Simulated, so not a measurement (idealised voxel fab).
process module | voxel transistor to metal
cross-section cut | 185 nm wide | cells 5 nm
A cross-section is a grid of square cells, given in bands from the top down. A band is one or more rows of cells.
Each band's line starts with the height of the band's top and of its bottom, in nm. Then come its materials from left to right, each with its width in nm. One material with "throughout" fills the band from edge to edge. "air" is empty space.
Height 0 is the level under which the wafer as received is all one material. The lowest band goes on downwards, as in "0 down".
A width such as "30 to 40" changes by the same amount from each row of cells to the next, from the band's top row to its bottom row.
"no change" after a step means that no cell of the cross-section changed.
closed voids: empty space of 8 cells or more with no open way to the top, each as width x height at its distance from the left edge, in nm
after a step's settings: what the simulator itself notes on the step
overlay nm, on a step with a mask: how far to the right of its planned place the mask lay; to the left if negative
plan
1 op RECEIVE | material Si
2 op CONFORMAL_DEP | material SiO2 | thk nm 5
3 op CONFORMAL_DEP | material SiN | thk nm 10
4 op MASKED_ETCH | tone cover | mask id ACTIVE | width nm 95 | etch materials SiN | depth nm 10 | overlay nm 0
5 op MASKED_ETCH | tone cover | mask id ACTIVE | width nm 95 | etch materials SiO2 | depth nm 5 | overlay nm 0
6 op MASKED_ETCH | tone cover | mask id ACTIVE | width nm 95 | etch materials Si | depth nm 30 | overlay nm 0
7 op FILL_DEP | material SiO2 | thk nm 10
8 op CMP | height nm 15
9 op SELECTIVE_ETCH | etch materials SiO2 | depth nm 5
10 op STRIP | etch materials SiN
11 op SELECTIVE_ETCH | etch materials SiO2 | depth nm 5
12 op OXIDIZE | depth nm 5
13 op DIRECTIONAL_DEP | material polySi | thk nm 30
14 op DIRECTIONAL_DEP | material SiCN | thk nm 10
15 op MASKED_ETCH | tone cover | mask id GATE | width nm 15 | etch materials SiCN | depth nm 20 | overlay nm 0
16 op MASKED_ETCH | tone cover | mask id GATE | width nm 15 | etch materials polySi | depth nm 40 | overlay nm 0
17 op CONFORMAL_DEP | material SiN | thk nm 10
18 op DIRECTIONAL_ETCH | etch materials SiN | depth nm 10
19 op DIRECTIONAL_ETCH | etch materials SiO2 | depth nm 5
20 op DIRECTIONAL_ETCH | etch materials Si | depth nm 10
21 op EPI | material nSi | thk nm 10
22 op FILL_DEP | material SiO2 | thk nm 10
23 op CMP | height nm 40
24 op DIRECTIONAL_DEP | material SiO2 | thk nm 10
25 op PATTERN | tone open | mask id CONTACT | material resist | width nm 30 | pitch nm 55 | thk nm 20 | overlay nm 0
26 op DIRECTIONAL_ETCH | etch materials SiO2 | depth nm 55
27 op STRIP | etch materials resist
28 op CONFORMAL_DEP | material TiN | thk nm 5
29 op FILL_DEP | material Ru | thk nm 5
30 op CMP | height nm 50
31 op DIRECTIONAL_DEP | material TiN | thk nm 5
32 op DIRECTIONAL_DEP | material W | thk nm 15
33 op PATTERN | tone cover | mask id METAL_1 | material resist | width nm 20 | pitch nm 65 | thk nm 20 | overlay nm 0
34 op DIRECTIONAL_ETCH | etch materials W | depth nm 15
35 op DIRECTIONAL_ETCH | etch materials TiN | depth nm 5
36 op STRIP | etch materials resist
37 op CONFORMAL_DEP | material SiCN | thk nm 5
38 op FILL_DEP | material SiO2 | thk nm 5
39 op CMP | height nm 70
40 op CONFORMAL_DEP | material SiN | thk nm 5
as received, after step 1
  0 down: Si throughout
  closed voids: none
a wafer at the end: this start, this plan, one mistake
  75 to 70: SiN throughout
  70 to 55: SiO2 55 | SiCN 5 | W 20 | SiCN 5 | SiO2 35 | SiCN 5 | W 20 | SiCN 5 | SiO2 35
  55 to 50: SiCN 60 | TiN 20 | SiCN 45 | TiN 20 | SiCN 40
  50 to 40: SiO2 50 | TiN 5 | Ru 20 to 15 | TiN 5 to 10 | SiO2 25 | TiN 5 to 10 | Ru 20 to 15 | TiN 5 | SiO2 50
  40 to 30: SiO2 50 | TiN 5 | Ru 15 | TiN 5 | SiN 10 | SiCN 15 | SiN 10 | TiN 5 | Ru 15 | TiN 5 | SiO2 50
  30 to 10: SiO2 50 | TiN 5 | Ru 15 | TiN 5 | SiN 10 | polySi 15 | SiN 10 | TiN 5 | Ru 15 | TiN 5 | SiO2 50
  10 to 5: SiO2 50 | TiN 25 | SiN 10 | polySi 15 | SiN 10 | TiN 25 | SiO2 50
  5 to 0: SiO2 40 | SiN 10 | nSi 10 | TiN 5 | nSi 10 | SiN 10 | polySi 15 | SiN 10 | nSi 10 | TiN 5 | nSi 10 | SiN 10 | SiO2 40
  0 to -5: SiO2 50 | nSi 10 | TiN 5 | nSi 10 | SiO2 35 | nSi 10 | TiN 5 | nSi 10 | SiO2 50
  -5 to -15: SiO2 45 | Si 5 | nSi 25 | Si 35 | nSi 25 | Si 5 | SiO2 45
  -15 to -30: SiO2 45 | Si 95 | SiO2 45
  -30 down: Si throughout
  closed voids: none
what went wrong: step 33 ran as: op PATTERN | tone cover | mask id METAL_1 | material resist | width nm 20 | pitch nm 65 | thk nm 20 | overlay nm 10
